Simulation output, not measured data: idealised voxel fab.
This section sets out a process module, namely voxel air gaps.
Square cell edge 5 nm, section width 240 nm, ID cut.
Cross-section format: a grid of square cells, given as bands from top to bottom; each band is one or more rows of cells. Each band's line starts with the height of the band's top and of its bottom, in nm. Then come its materials from left to right, each with its width in nm. One material with "everywhere" fills the band from edge to edge. "blank" is empty space. Heads up on the height convention: 0 is the point under which the incoming wafer is all one material, and the lowest band has no bottom, it just keeps going down, like "0..down". The width entry "30->40" should be interpreted row by row: the top row of cells in the band takes the first number, the bottom row takes the second number, and the change between adjacent rows is uniform throughout. "remains unaltered" after a step means that no cell of the cross-section changed. In the "Catalogued sealed voids" entry, you get each enclosed empty space of 8 cells or more, one with no open way to the top, written width x height at distance, distance from the left edge, in nm. What comes after the settings on a step's line is commentary from the simulator itself on that step. A step's line can hold "overlay nm"; with a mask on that step, the setting says how far right of the planned place the mask lay, while a negative setting says it lay to the left. Pairs from here to the end. Each: cross-section before one process step, cross-section after it, the latter only as far down as the lowest band that changed. Under each: the step between, and its settings. Mind that the pairs may be taken from different runs of this module on the same starting wafer; whether a pair continues from the pair above depends on its entry headed "Before-step section", and it does only where that entry says so.
Before-step section:
	55..50  TiN 60 nm, blank 15 nm, TiN 40 nm, blank 15 nm, TiN 40 nm, blank 15 nm, TiN 55 nm
	50..25  SiO2 55 nm, TiN 5 nm, blank 15 nm, TiN 5 nm, SiO2 30 nm, TiN 5 nm, blank 15 nm, TiN 5 nm, SiO2 30 nm, TiN 5 nm, blank 15 nm, TiN 5 nm, SiO2 50 nm
	25..20  SiO2 55 nm, TiN 25 nm, SiO2 30 nm, TiN 25 nm, SiO2 30 nm, TiN 25 nm, SiO2 50 nm
	20..15  SiN everywhere
	15..0  SiO2 everywhere
	0..down  Si everywhere
	Catalogued sealed voids: none
Cross-Section Thereafter:
	60..55  W everywhere
	55..50  TiN 60 nm, W 15 nm, TiN 40 nm, W 15 nm, TiN 40 nm, W 15 nm, TiN 55 nm
	50..25  SiO2 55 nm, TiN 5 nm, W 15 nm, TiN 5 nm, SiO2 30 nm, TiN 5 nm, W 15 nm, TiN 5 nm, SiO2 30 nm, TiN 5 nm, W 15 nm, TiN 5 nm, SiO2 50 nm
	Beneath the level 25, the cross-section is identical to its previous state.
	Catalogued sealed voids: none
The two cross-sections above bracket this step: FILL_DEP with material W, thk nm 5
Before-step section: The initial state for this step is given by the after cross-section of the immediately preceding pair.
Cross-Section Thereafter:
	50..25  SiO2 55 nm, TiN 5 nm, W 15 nm, TiN 5 nm, SiO2 30 nm, TiN 5 nm, W 15 nm, TiN 5 nm, SiO2 30 nm, TiN 5 nm, W 15 nm, TiN 5 nm, SiO2 50 nm
	Beneath the level 25, the cross-section is identical to its previous state.
	Catalogued sealed voids: none
The two cross-sections above bracket this step: CMP with height nm 50
Before-step section: The initial state for this step is given by the after cross-section of the immediately preceding pair.
Cross-Section Thereafter:
	60..50  blank 45 nm, Ru 45 nm, blank 10 nm, Ru 45 nm, blank 10 nm, Ru 45 nm, blank 40 nm
	Beneath the level 50, the cross-section is identical to its previous state.
	Catalogued sealed voids: none
The two cross-sections above bracket this step: EPI with material Ru, thk nm 10
Before-step section: The initial state for this step is given by the after cross-section of the immediately preceding pair.
Cross-Section Thereafter:
	60..50  blank 45 nm, Ru 45 nm, blank 10 nm, Ru 45 nm, blank 10 nm, Ru 45 nm, blank 40 nm
	50..25  blank 55 nm, TiN 5 nm, W 15 nm, TiN 5 nm, blank 30 nm, TiN 5 nm, W 15 nm, TiN 5 nm, blank 30 nm, TiN 5 nm, W 15 nm, TiN 5 nm, blank 50 nm
	25..20  blank 55 nm, TiN 25 nm, blank 30 nm, TiN 25 nm, blank 30 nm, TiN 25 nm, blank 50 nm
	Beneath the level 20, the cross-section is identical to its previous state.
	Catalogued sealed voids: none
The two cross-sections above bracket this step: SELECTIVE_ETCH with etch materials SiO2, depth nm 40
Before-step section: The initial state for this step is given by the after cross-section of the immediately preceding pair.
Cross-Section Thereafter:
	65..60  blank 40 nm, SiN 165 nm, blank 35 nm
	60..50  blank 40 nm, SiN 5 nm, Ru 45 nm, SiN 10 nm, Ru 45 nm, SiN 10 nm, Ru 45 nm, SiN 5 nm, blank 35 nm
	50..45  blank 40 nm, SiN 15 nm, TiN 5 nm, W 15 nm, TiN 5 nm, SiN 30 nm, TiN 5 nm, W 15 nm, TiN 5 nm, SiN 30 nm, TiN 5 nm, W 15 nm, TiN 5 nm, SiN 15 nm, blank 35 nm
	45..25  blank 50 nm, SiN 5 nm, TiN 5 nm, W 15 nm, TiN 5 nm, SiN 5 nm, blank 20 nm, SiN 5 nm, TiN 5 nm, W 15 nm, TiN 5 nm, SiN 5 nm, blank 20 nm, SiN 5 nm, TiN 5 nm, W 15 nm, TiN 5 nm, SiN 5 nm, blank 45 nm
	25..20  SiN 55 nm, TiN 25 nm, SiN 30 nm, TiN 25 nm, SiN 30 nm, TiN 25 nm, SiN 50 nm
	Beneath the level 20, the cross-section is identical to its previous state.
	Catalogued sealed voids: 20 x 20 at 85; 20 x 20 at 140
The two cross-sections above bracket this step: CONFORMAL_DEP with material SiN, thk nm 5
Before-step section:
	50..20  SiO2 50 nm, blank 25 nm, SiO2 30 nm, blank 25 nm, SiO2 30 nm, blank 25 nm, SiO2 55 nm
	20..15  SiN everywhere
	15..0  SiO2 everywhere
	0..down  Si everywhere
	Catalogued sealed voids: none
Cross-Section Thereafter:
	55..50  Ru 55 nm, blank 15 nm, Ru 40 nm, blank 15 nm, Ru 40 nm, blank 15 nm, Ru 60 nm
	50..25  SiO2 50 nm, Ru 5 nm, blank 15 nm, Ru 5 nm, SiO2 30 nm, Ru 5 nm, blank 15 nm, Ru 5 nm, SiO2 30 nm, Ru 5 nm, blank 15 nm, Ru 5 nm, SiO2 55 nm
	25..20  SiO2 50 nm, Ru 25 nm, SiO2 30 nm, Ru 25 nm, SiO2 30 nm, Ru 25 nm, SiO2 55 nm
	Beneath the level 20, the cross-section is identical to its previous state.
	Catalogued sealed voids: none
The two cross-sections above bracket this step: CONFORMAL_DEP with material Ru, thk nm 5
Before-step section: The initial state for this step is given by the after cross-section of the immediately preceding pair.
Cross-Section Thereafter:
	60..55  W everywhere
	55..50  Ru 55 nm, W 15 nm, Ru 40 nm, W 15 nm, Ru 40 nm, W 15 nm, Ru 60 nm
	50..25  SiO2 50 nm, Ru 5 nm, W 15 nm, Ru 5 nm, SiO2 30 nm, Ru 5 nm, W 15 nm, Ru 5 nm, SiO2 30 nm, Ru 5 nm, W 15 nm, Ru 5 nm, SiO2 55 nm
	Beneath the level 25, the cross-section is identical to its previous state.
	Catalogued sealed voids: none
The two cross-sections above bracket this step: FILL_DEP with material W, thk nm 5
Before-step section: The initial state for this step is given by the after cross-section of the immediately preceding pair.
Cross-Section Thereafter:
	50..25  SiO2 50 nm, Ru 5 nm, W 15 nm, Ru 5 nm, SiO2 30 nm, Ru 5 nm, W 15 nm, Ru 5 nm, SiO2 30 nm, Ru 5 nm, W 15 nm, Ru 5 nm, SiO2 55 nm
	Beneath the level 25, the cross-section is identical to its previous state.
	Catalogued sealed voids: none
The two cross-sections above bracket this step: CMP with height nm 50
Before-step section: The initial state for this step is given by the after cross-section of the immediately preceding pair.
Cross-Section Thereafter:
	60..50  blank 40 nm, Ru 45 nm, blank 10 nm, Ru 45 nm, blank 10 nm, Ru 45 nm, blank 45 nm
	Beneath the level 50, the cross-section is identical to its previous state.
	Catalogued sealed voids: none
The two cross-sections above bracket this step: EPI with material Ru, thk nm 10
Before-step section: The initial state for this step is given by the after cross-section of the immediately preceding pair.
Cross-Section Thereafter:
	60..50  blank 40 nm, Ru 45 nm, blank 10 nm, Ru 45 nm, blank 10 nm, Ru 45 nm, blank 45 nm
	50..25  blank 50 nm, Ru 5 nm, W 15 nm, Ru 5 nm, blank 30 nm, Ru 5 nm, W 15 nm, Ru 5 nm, blank 30 nm, Ru 5 nm, W 15 nm, Ru 5 nm, blank 55 nm
	25..20  blank 50 nm, Ru 25 nm, blank 30 nm, Ru 25 nm, blank 30 nm, Ru 25 nm, blank 55 nm
	Beneath the level 20, the cross-section is identical to its previous state.
	Catalogued sealed voids: none
The two cross-sections above bracket this step: SELECTIVE_ETCH with etch materials SiO2, depth nm 40
Before-step section: The initial state for this step is given by the after cross-section of the immediately preceding pair.
Cross-Section Thereafter:
	65..60  blank 35 nm, SiN 165 nm, blank 40 nm
	60..50  blank 35 nm, SiN 5 nm, Ru 45 nm, SiN 10 nm, Ru 45 nm, SiN 10 nm, Ru 45 nm, SiN 5 nm, blank 40 nm
	50..45  blank 35 nm, SiN 15 nm, Ru 5 nm, W 15 nm, Ru 5 nm, SiN 30 nm, Ru 5 nm, W 15 nm, Ru 5 nm, SiN 30 nm, Ru 5 nm, W 15 nm, Ru 5 nm, SiN 15 nm, blank 40 nm
	45..25  blank 45 nm, SiN 5 nm, Ru 5 nm, W 15 nm, Ru 5 nm, SiN 5 nm, blank 20 nm, SiN 5 nm, Ru 5 nm, W 15 nm, Ru 5 nm, SiN 5 nm, blank 20 nm, SiN 5 nm, Ru 5 nm, W 15 nm, Ru 5 nm, SiN 5 nm, blank 50 nm
	25..20  SiN 50 nm, Ru 25 nm, SiN 30 nm, Ru 25 nm, SiN 30 nm, Ru 25 nm, SiN 55 nm
	Beneath the level 20, the cross-section is identical to its previous state.
	Catalogued sealed voids: 20 x 20 at 80; 20 x 20 at 135
The two cross-sections above bracket this step: CONFORMAL_DEP with material SiN, thk nm 5
Before-step section:
	50..20  SiO2 everywhere
	20..15  SiN everywhere
	15..0  SiO2 everywhere
	0..down  Si everywhere
	Catalogued sealed voids: none
Cross-Section Thereafter:
	50..20  blank 50 nm, SiO2 25 nm, blank 30 nm, SiO2 25 nm, blank 30 nm, SiO2 25 nm, blank 55 nm
	Beneath the level 20, the cross-section is identical to its previous state.
	Catalogued sealed voids: none
The two cross-sections above bracket this step: MASKED_ETCH with tone cover, mask id LINES, width nm 25, pitch nm 55, etch materials SiO2, depth nm 30, overlay nm 0
Before-step section: The initial state for this step is given by the after cross-section of the immediately preceding pair.
Cross-Section Thereafter:
	55..50  blank 45 nm, TiN 35 nm, blank 20 nm, TiN 35 nm, blank 20 nm, TiN 35 nm, blank 50 nm
	50..25  blank 45 nm, TiN 5 nm, SiO2 25 nm, TiN 5 nm, blank 20 nm, TiN 5 nm, SiO2 25 nm, TiN 5 nm, blank 20 nm, TiN 5 nm, SiO2 25 nm, TiN 5 nm, blank 50 nm
	25..20  TiN 50 nm, SiO2 25 nm, TiN 30 nm, SiO2 25 nm, TiN 30 nm, SiO2 25 nm, TiN 55 nm
	Beneath the level 20, the cross-section is identical to its previous state.
	Catalogued sealed voids: none
The two cross-sections above bracket this step: CONFORMAL_DEP with material TiN, thk nm 5
Before-step section: The initial state for this step is given by the after cross-section of the immediately preceding pair.
Cross-Section Thereafter:
	60..55  W everywhere
	55..50  W 45 nm, TiN 35 nm, W 20 nm, TiN 35 nm, W 20 nm, TiN 35 nm, W 50 nm
	50..25  W 45 nm, TiN 5 nm, SiO2 25 nm, TiN 5 nm, W 20 nm, TiN 5 nm, SiO2 25 nm, TiN 5 nm, W 20 nm, TiN 5 nm, SiO2 25 nm, TiN 5 nm, W 50 nm
	Beneath the level 25, the cross-section is identical to its previous state.
	Catalogued sealed voids: none
The two cross-sections above bracket this step: FILL_DEP with material W, thk nm 5
Before-step section: The initial state for this step is given by the after cross-section of the immediately preceding pair.
Cross-Section Thereafter:
	50..25  W 45 nm, TiN 5 nm, SiO2 25 nm, TiN 5 nm, W 20 nm, TiN 5 nm, SiO2 25 nm, TiN 5 nm, W 20 nm, TiN 5 nm, SiO2 25 nm, TiN 5 nm, W 50 nm
	Beneath the level 25, the cross-section is identical to its previous state.
	Catalogued sealed voids: none
The two cross-sections above bracket this step: CMP with height nm 50
Before-step section: The initial state for this step is given by the after cross-section of the immediately preceding pair.
Cross-Section Thereafter:
	60..50  Ru 60 nm, blank 5 nm, Ru 50 nm, blank 5 nm, Ru 50 nm, blank 5 nm, Ru 65 nm
	Beneath the level 50, the cross-section is identical to its previous state.
	Catalogued sealed voids: none
The two cross-sections above bracket this step: EPI with material Ru, thk nm 10
Before-step section: The initial state for this step is given by the after cross-section of the immediately preceding pair.
Cross-Section Thereafter:
	60..50  Ru 60 nm, blank 5 nm, Ru 50 nm, blank 5 nm, Ru 50 nm, blank 5 nm, Ru 65 nm
	50..25  W 45 nm, TiN 5 nm, blank 25 nm, TiN 5 nm, W 20 nm, TiN 5 nm, blank 25 nm, TiN 5 nm, W 20 nm, TiN 5 nm, blank 25 nm, TiN 5 nm, W 50 nm
	25..20  TiN 50 nm, blank 25 nm, TiN 30 nm, blank 25 nm, TiN 30 nm, blank 25 nm, TiN 55 nm
	Beneath the level 20, the cross-section is identical to its previous state.
	Catalogued sealed voids: none
The two cross-sections above bracket this step: SELECTIVE_ETCH with etch materials SiO2, depth nm 40
Before-step section: The initial state for this step is given by the after cross-section of the immediately preceding pair.
Cross-Section Thereafter:
	65..60  SiN everywhere
	60..50  Ru 60 nm, SiN 5 nm, Ru 50 nm, SiN 5 nm, Ru 50 nm, SiN 5 nm, Ru 65 nm
	50..45  W 45 nm, TiN 5 nm, SiN 25 nm, TiN 5 nm, W 20 nm, TiN 5 nm, SiN 25 nm, TiN 5 nm, W 20 nm, TiN 5 nm, SiN 25 nm, TiN 5 nm, W 50 nm
	45..25  W 45 nm, TiN 5 nm, SiN 5 nm, blank 15 nm, SiN 5 nm, TiN 5 nm, W 20 nm, TiN 5 nm, SiN 5 nm, blank 15 nm, SiN 5 nm, TiN 5 nm, W 20 nm, TiN 5 nm, SiN 5 nm, blank 15 nm, SiN 5 nm, TiN 5 nm, W 50 nm
	25..20  TiN 50 nm, SiN 25 nm, TiN 30 nm, SiN 25 nm, TiN 30 nm, SiN 25 nm, TiN 55 nm
	Beneath the level 20, the cross-section is identical to its previous state.
	Catalogued sealed voids: 15 x 20 at 55; 15 x 20 at 110; 15 x 20 at 165
The two cross-sections above bracket this step: CONFORMAL_DEP with material SiN, thk nm 5
